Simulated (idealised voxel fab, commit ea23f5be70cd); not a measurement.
process module | voxel released beams
cross-section cut | 145 nm wide | cells 5 nm
A cross-section is a grid of square cells, given in bands from the top down. A band is one or more rows of cells.
Each band's line starts with the height of the band's top and of its bottom, in nm. Then come its materials from left to right, each with its width in nm. One material with "throughout" fills the band from edge to edge. "air" is empty space.
Height 0 is the level under which the wafer as received is all one material. The lowest band goes on downwards, as in "0 down".
A width such as "30 to 40" changes by the same amount from each row of cells to the next, from the band's top row to its bottom row.
"no change" after a step means that no cell of the cross-section changed.
closed voids: empty space of 8 cells or more with no open way to the top, each as width x height at its distance from the left edge, in nm
after a step's settings: what the simulator itself notes on the step
overlay nm, on a step with a mask: how far to the right of its planned place the mask lay; to the left if negative
plan
1 op RECEIVE | material Si
2 op CONFORMAL_DEP | material SiN | thk nm 10
3 op DIRECTIONAL_DEP | material SiO2 | thk nm 10
4 op DIRECTIONAL_DEP | material aC | thk nm 10
5 op PATTERN | tone open | mask id ANCHOR | material resist | width nm 30 | thk nm 30 | overlay nm 0
6 op DIRECTIONAL_ETCH | etch materials aC | depth nm 10
7 op STRIP | etch materials resist
8 op DIRECTIONAL_ETCH | etch materials SiO2 | depth nm 10
9 op STRIP | etch materials aC
10 op CONFORMAL_DEP | material TiN | thk nm 5
11 op DIRECTIONAL_DEP | material aC | thk nm 15
12 op PATTERN | tone cover | mask id BEAM | material resist | width nm 90 | thk nm 35 | overlay nm 0
13 op DIRECTIONAL_ETCH | etch materials aC | depth nm 15
14 op STRIP | etch materials resist
15 op DIRECTIONAL_ETCH | etch materials TiN | depth nm 10
16 op STRIP | etch materials aC
17 op STRIP | etch materials SiO2
varied across the wafers: thk nm of step 10. The plan shows the first wafer's value. All wafers start alike
first wafer as received, after step 1
  0 down: Si throughout
  closed voids: none
first wafer at the end, after step 17
  25 to 15: air 25 to 30 | TiN 10 to 5 | air 20 | TiN 60 to 5 | air 30 to 85
  15 to 10: air 30 | TiN 30 | air 85
  10 to 0: SiN throughout
  0 down: Si throughout
  closed voids: none
last wafer at the end
  45 to 35: air 25 | TiN 90 | air 30
  35 to 20: TiN throughout
  20 to 10: SiO2 30 | TiN 30 | SiO2 85
  10 to 0: SiN throughout
  0 down: Si throughout
  closed voids: none
each wafer at the end: cells of each material gained (+) or lost (-) since it was received, then its closed voids
thk nm 5 | +58 SiN | +22 TiN | closed voids: none
thk nm 10 | +58 SiN | +44 TiN | closed voids: none
thk nm 15 | +58 SiN | +46 SiO2 | +77 TiN | closed voids: none
thk nm 20 | +58 SiN | +46 SiO2 | +106 TiN | closed voids: none
thk nm 25 | +58 SiN | +46 SiO2 | +135 TiN | closed voids: none
